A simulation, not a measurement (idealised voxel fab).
Documented hereafter: the process module known as voxel wiring stack.
FYI the section here is cut, 225 nm wide, cells are 5 nm squares.
For the purposes of this document, a cross-section shall be understood as a grid of square cells, specified as bands listed in top-to-bottom order, each band consisting of one or more rows of cells. First you get the band's top height and its bottom height, in nm, and then the materials it's made of, left to right, with each width in nm. If you see a single material with "edge to edge", that one covers the band edge to edge. "air" is empty space. Measure heights from 0. That's the level where, below it, the as-received wafer is all one material. The lowest band is bottomless and extends downward; write it as in "0 down". So if you see something like "30->40" for the width, read it as the top row of the band sitting at the first number and the bottom row at the second, with every row in between moving by the same amount as the last. Take "remains unaltered" at face value: in the step it is given for, the cross-section changed in none of its cells. The label "Sealed cavities" introduces a list of the empty spaces, 8 cells or larger, that have no open way up to the top; each entry in it reads width x height at distance, where the distance is taken from the left edge and all three are stated in nm. after a step's settings: what the simulator itself notes on the step. A step's line can hold "overlay nm"; with a mask on that step, the setting says how far right of the planned place the mask lay, while a negative setting says it lay to the left.
**Intended process steps**
| 1 | RECEIVE,material Si |
| 2 | CONFORMAL_DEP,material SiO2,thk nm 10 |
| 3 | CONFORMAL_DEP,material SiN,thk nm 5 |
| 4 | DIRECTIONAL_DEP,material lowk,thk nm 15 |
| 5 | MASKED_ETCH,tone open,mask id METAL_1,width nm 20,pitch nm 35,etch materials lowk,depth nm 15,overlay nm 0 |
| 6 | MASKED_ETCH,tone open,mask id METAL_1,width nm 20,pitch nm 35,etch materials SiN,depth nm 5,overlay nm 0 |
| 7 | CONFORMAL_DEP,material TiN,thk nm 5 |
| 8 | FILL_DEP,material Ru,thk nm 5 |
| 9 | CMP,height nm 30 |
| 10 | CONFORMAL_DEP,material SiCN,thk nm 5 |
| 11 | DIRECTIONAL_DEP,material SiO2,thk nm 20 |
| 12 | MASKED_ETCH,tone open,mask id PLUG_1,width nm 15,pitch nm 35,etch materials SiO2,depth nm 20,overlay nm 0 |
| 13 | MASKED_ETCH,tone open,mask id PLUG_1,width nm 15,pitch nm 35,etch materials SiCN,depth nm 5,overlay nm 0 |
| 14 | CONFORMAL_DEP,material TiN,thk nm 5 |
| 15 | FILL_DEP,material Ru,thk nm 10 |
| 16 | CMP,height nm 55 |
| 17 | CONFORMAL_DEP,material SiCN,thk nm 5 |
| 18 | DIRECTIONAL_DEP,material lowk,thk nm 20 |
| 19 | PATTERN,tone open,mask id METAL_2,material resist,width nm 20,pitch nm 35,thk nm 20,overlay nm 0 |
| 20 | DIRECTIONAL_ETCH,etch materials lowk,depth nm 20 |
| 21 | DIRECTIONAL_ETCH,etch materials SiCN,depth nm 5 |
| 22 | STRIP,etch materials resist |
| 23 | CONFORMAL_DEP,material TiN,thk nm 5 |
| 24 | FILL_DEP,material W,thk nm 5 |
| 25 | CMP,height nm 80 |
| 26 | CONFORMAL_DEP,material SiCN,thk nm 5 |
| 27 | DIRECTIONAL_DEP,material SiO2,thk nm 15 |
| 28 | PATTERN,tone open,mask id PLUG_2,material resist,width nm 15,pitch nm 35,thk nm 20,overlay nm 0 |
| 29 | DIRECTIONAL_ETCH,etch materials SiO2,depth nm 15 |
| 30 | DIRECTIONAL_ETCH,etch materials SiCN,depth nm 5 |
| 31 | STRIP,etch materials resist |
| 32 | EPI,material Ru,thk nm 10 |
| 33 | EPI,material Ru,thk nm 10 |
| 34 | DIRECTIONAL_DEP,material TiN,thk nm 5 |
| 35 | DIRECTIONAL_DEP,material Ru,thk nm 25 |
| 36 | MASKED_ETCH,tone cover,mask id METAL_3,width nm 20,pitch nm 35,etch materials Ru,depth nm 25,overlay nm 0 |
| 37 | MASKED_ETCH,tone cover,mask id METAL_3,width nm 20,pitch nm 35,etch materials TiN,depth nm 5,overlay nm 0 |
| 38 | CONFORMAL_DEP,material SiCN,thk nm 5 |
| 39 | FILL_DEP,material lowk,thk nm 5 |
| 40 | CMP,height nm 130 |
| 41 | CONFORMAL_DEP,material SiCN,thk nm 5 |
**Step 1 complete: cross-section of the wafer as received**
- 0 down: Si edge to edge
- Sealed cavities: none
**First wafer of two, sectioned at end of module; run went per plan**
- 135 to 130: SiCN edge to edge
- 130 to 105: 60 of lowk / 5 of SiCN / 20 of Ru / 5 of SiCN / 5 of lowk / 5 of SiCN / 20 of Ru / 5 of SiCN / 5 of lowk / 5 of SiCN / 20 of Ru / 5 of SiCN / 65 of lowk
- 105 to 100: 65 of SiCN / 20 of TiN / 15 of SiCN / 20 of TiN / 15 of SiCN / 20 of TiN / 70 of SiCN
- 100 to 85: 65 of SiO2 / 15 of Ru / 20 of SiO2 / 15 of Ru / 20 of SiO2 / 15 of Ru / 75 of SiO2
- 85 to 80: 65 of SiCN / 15 of Ru / 20 of SiCN / 15 of Ru / 20 of SiCN / 15 of Ru / 75 of SiCN
- 80 to 60: 65 of lowk / 5 of TiN / 10 of W / 5 of TiN / 15 of lowk / 5 of TiN / 10 of W / 5 of TiN / 15 of lowk / 5 of TiN / 10 of W / 5 of TiN / 70 of lowk
- 60 to 55: 65 of SiCN / 20 of TiN / 15 of SiCN / 20 of TiN / 15 of SiCN / 20 of TiN / 70 of SiCN
- 55 to 35: 65 of SiO2 / 5 of TiN / 5 of Ru / 5 of TiN / 20 of SiO2 / 5 of TiN / 5 of Ru / 5 of TiN / 20 of SiO2 / 5 of TiN / 5 of Ru / 5 of TiN / 75 of SiO2
- 35 to 30: 65 of SiCN / 15 of TiN / 20 of SiCN / 15 of TiN / 20 of SiCN / 15 of TiN / 75 of SiCN
- 30 to 15: 65 of lowk / 5 of TiN / 10 of Ru / 5 of TiN / 15 of lowk / 5 of TiN / 10 of Ru / 5 of TiN / 15 of lowk / 5 of TiN / 10 of Ru / 5 of TiN / 70 of lowk
- 15 to 10: 65 of SiN / 20 of TiN / 15 of SiN / 20 of TiN / 15 of SiN / 20 of TiN / 70 of SiN
- 10 to 0: SiO2 edge to edge
- 0 down: Si edge to edge
- Sealed cavities: none
**Presented here is a cross-section of the second of the two wafers as it stood at the end of the module. It was started in the same manner and assigned the same plan as the first wafer; however, one mistake was made in its execution**
- 135 to 130: SiCN edge to edge
- 130 to 120: 60 of lowk / 5 of SiCN / 20 of Ru / 5 of SiCN / 5 of lowk / 5 of SiCN / 20 of Ru / 5 of SiCN / 5 of lowk / 5 of SiCN / 20 of Ru / 5 of SiCN / 65 of lowk
- 120 to 115: 65 of SiCN / 15 of Ru / 5 of TiN / 15 of SiCN / 15 of Ru / 5 of TiN / 15 of SiCN / 15 of Ru / 5 of TiN / 70 of SiCN
- 115 to 105: 65 of SiO2 / 15 of Ru / 20 of SiO2 / 15 of Ru / 20 of SiO2 / 15 of Ru / 75 of SiO2
- 105 to 100: 65 of SiO2 / 15 of TiN / 20 of SiO2 / 15 of TiN / 20 of SiO2 / 15 of TiN / 75 of SiO2
- 100 to 85: SiO2 edge to edge
- 85 to 80: SiCN edge to edge
- 80 to 60: 65 of lowk / 5 of TiN / 10 of W / 5 of TiN / 15 of lowk / 5 of TiN / 10 of W / 5 of TiN / 15 of lowk / 5 of TiN / 10 of W / 5 of TiN / 70 of lowk
- 60 to 55: 65 of SiCN / 20 of TiN / 15 of SiCN / 20 of TiN / 15 of SiCN / 20 of TiN / 70 of SiCN
- 55 to 35: 65 of SiO2 / 5 of TiN / 5 of Ru / 5 of TiN / 20 of SiO2 / 5 of TiN / 5 of Ru / 5 of TiN / 20 of SiO2 / 5 of TiN / 5 of Ru / 5 of TiN / 75 of SiO2
- 35 to 30: 65 of SiCN / 15 of TiN / 20 of SiCN / 15 of TiN / 20 of SiCN / 15 of TiN / 75 of SiCN
- 30 to 15: 65 of lowk / 5 of TiN / 10 of Ru / 5 of TiN / 15 of lowk / 5 of TiN / 10 of Ru / 5 of TiN / 15 of lowk / 5 of TiN / 10 of Ru / 5 of TiN / 70 of lowk
- 15 to 10: 65 of SiN / 20 of TiN / 15 of SiN / 20 of TiN / 15 of SiN / 20 of TiN / 70 of SiN
- 10 to 0: SiO2 edge to edge
- 0 down: Si edge to edge
- Sealed cavities: none
Heads up, the wafer didn't run the way we planned it: step 27 of the plan was executed twice over
Wrapping up, a cell-based count of both wafers puts the second over or under the first for these materials: -45 Ru; -9 SiCN; +135 SiO2; -81 lowk
